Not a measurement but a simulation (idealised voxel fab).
Herein follows the process module entitled voxel transistor to metal.
cross-section cut | 185 nm wide | cells 5 nm
In what follows, cross-sections appear as grids of square cells, described through bands that run from the top down, where every band is one or more rows of cells. The band entry comprises the height of the band's top followed by the height of its bottom, expressed in nm, and subsequently the band's materials from left to right, each stated together with its width in nm. Where a single material is marked with the word "all across", that material fills the band from edge to edge. The word "air" represents empty space. Heads up on the height convention: 0 is the point under which the incoming wafer is all one material, and the lowest band has no bottom, it just keeps going down, like "0 nm and below". Width "30..40": first value at the band's top row of cells, second value at its bottom row, equal change from row to row. "same as before" for a step: no cell of the cross-section changed in that step. Entry "Trapped cavities". Content: empty spaces with no open connection to the top, size 8 cells or greater. Each: width x height at distance. Distance: from left edge. Unit: nm. On each step's line, the part that comes after the settings is the simulator's own comment on the step. You can add "overlay nm" to a step's line. For a step with a mask, it describes how far the mask lay to the right of its planned position, and a negative number describes a lay to the left.

### Process steps foreseen in the plan
1: RECEIVE, material Si
2: OXIDIZE, depth nm 5
3: CONFORMAL_DEP, material SiN, thk nm 15
4: MASKED_ETCH, tone cover, mask id ACTIVE, width nm 130, etch materials SiN, depth nm 15, overlay nm 0
5: MASKED_ETCH, tone cover, mask id ACTIVE, width nm 130, etch materials SiO2, depth nm 5, overlay nm 0
6: MASKED_ETCH, tone cover, mask id ACTIVE, width nm 130, etch materials Si, depth nm 35, overlay nm 0
7: FILL_DEP, material SiO2, thk nm 10
8: CMP, height nm 15
9: SELECTIVE_ETCH, etch materials SiO2, depth nm 10
10: STRIP, etch materials SiN
11: SELECTIVE_ETCH, etch materials SiO2, depth nm 5
12: OXIDIZE, depth nm 5
13: DIRECTIONAL_DEP, material polySi, thk nm 25
14: DIRECTIONAL_DEP, material SiCN, thk nm 10
15: DIRECTIONAL_DEP, material aC, thk nm 15
16: PATTERN, tone cover, mask id GATE, material resist, width nm 30, thk nm 30, overlay nm 0
17: DIRECTIONAL_ETCH, etch materials aC, depth nm 15
18: STRIP, etch materials resist
19: DIRECTIONAL_ETCH, etch materials SiCN, depth nm 20
20: DIRECTIONAL_ETCH, etch materials polySi, depth nm 35
21: STRIP, etch materials aC
22: CONFORMAL_DEP, material SiO2, thk nm 5
23: DIRECTIONAL_ETCH, etch materials SiO2, depth nm 5
24: CONFORMAL_DEP, material SiN, thk nm 10
25: DIRECTIONAL_ETCH, etch materials SiN, depth nm 10
26: DIRECTIONAL_ETCH, etch materials SiO2, depth nm 5
27: DIRECTIONAL_ETCH, etch materials Si, depth nm 5
28: EPI, material pSi, thk nm 5
29: FILL_DEP, material SiO2, thk nm 10
30: CMP, height nm 20
31: STRIP, etch materials polySi
32: SELECTIVE_ETCH, etch materials SiO2, depth nm 5
33: CONFORMAL_DEP, material HfO2, thk nm 5
34: CONFORMAL_DEP, material TiN, thk nm 5
35: FILL_DEP, material W, thk nm 5
36: CMP, height nm 15
37: DIRECTIONAL_DEP, material SiO2, thk nm 10
38: PATTERN, tone open, mask id CONTACT, material resist, width nm 20, pitch nm 90, thk nm 20, overlay nm 0
39: DIRECTIONAL_ETCH, etch materials SiO2, depth nm 35
40: STRIP, etch materials resist
41: CONFORMAL_DEP, material TiN, thk nm 5
42: FILL_DEP, material Ru, thk nm 5
43: CMP, height nm 25
44: DIRECTIONAL_DEP, material TiN, thk nm 5
45: DIRECTIONAL_DEP, material Ru, thk nm 20
46: MASKED_ETCH, tone cover, mask id METAL_1, width nm 20, pitch nm 90, etch materials Ru, depth nm 20, overlay nm 0
47: MASKED_ETCH, tone cover, mask id METAL_1, width nm 20, pitch nm 90, etch materials TiN, depth nm 5, overlay nm 0
48: FILL_DEP, material SiO2, thk nm 5
49: CMP, height nm 50
50: CONFORMAL_DEP, material SiN, thk nm 5

### This is the cross-section of the wafer as we received it, i.e. after step 1
* 0 nm and below  Si all across
* Trapped cavities: none

### Module complete, cross-section. Starting point and plan per above. One mistake made in running the module
* 55 nm to 50 nm  SiN all across
* 50 nm to 30 nm  SiO2 35 / Ru 20 / SiO2 70 / Ru 20 / SiO2 40
* 30 nm to 25 nm  SiO2 35 / TiN 20 / SiO2 70 / TiN 20 / SiO2 40
* 25 nm to 15 nm  SiO2 35 / TiN 5 / Ru 10 / TiN 5 / SiO2 70 / TiN 5 / Ru 10 / TiN 5 / SiO2 40
* 15 nm to 0 nm  SiO2 35 / TiN 5 / Ru 10 / TiN 5 / SiO2 10 / SiN 5 / HfO2 5 / TiN 5 / W 20 / TiN 5 / HfO2 5 / SiN 5 / SiO2 10 / TiN 5 / Ru 10 / TiN 5 / SiO2 40
* 0 nm to -5 nm  SiO2 35 / TiN 5 / Ru 10 / TiN 5 / SiO2 10 / SiN 5 / HfO2 5 / TiN 30 / HfO2 5 / SiN 5 / SiO2 10 / TiN 5 / Ru 10 / TiN 5 / SiO2 40
* -5 nm to -10 nm  SiO2 35 / TiN 20 / SiO2 5 / pSi 5 / SiO2 5 / HfO2 40 / SiO2 5 / pSi 5 / SiO2 5 / TiN 20 / SiO2 40
* -10 nm to -15 nm  SiO2 25 / pSi 40 / Si 50 / pSi 40 / SiO2 30
* -15 nm to -40 nm  SiO2 25 / Si 130 / SiO2 30
* -40 nm and below  Si all across
* Trapped cavities: none
Which mistake was made when the wafer was run? not per plan at step 24, really ran CONFORMAL_DEP, material SiN, thk nm 5
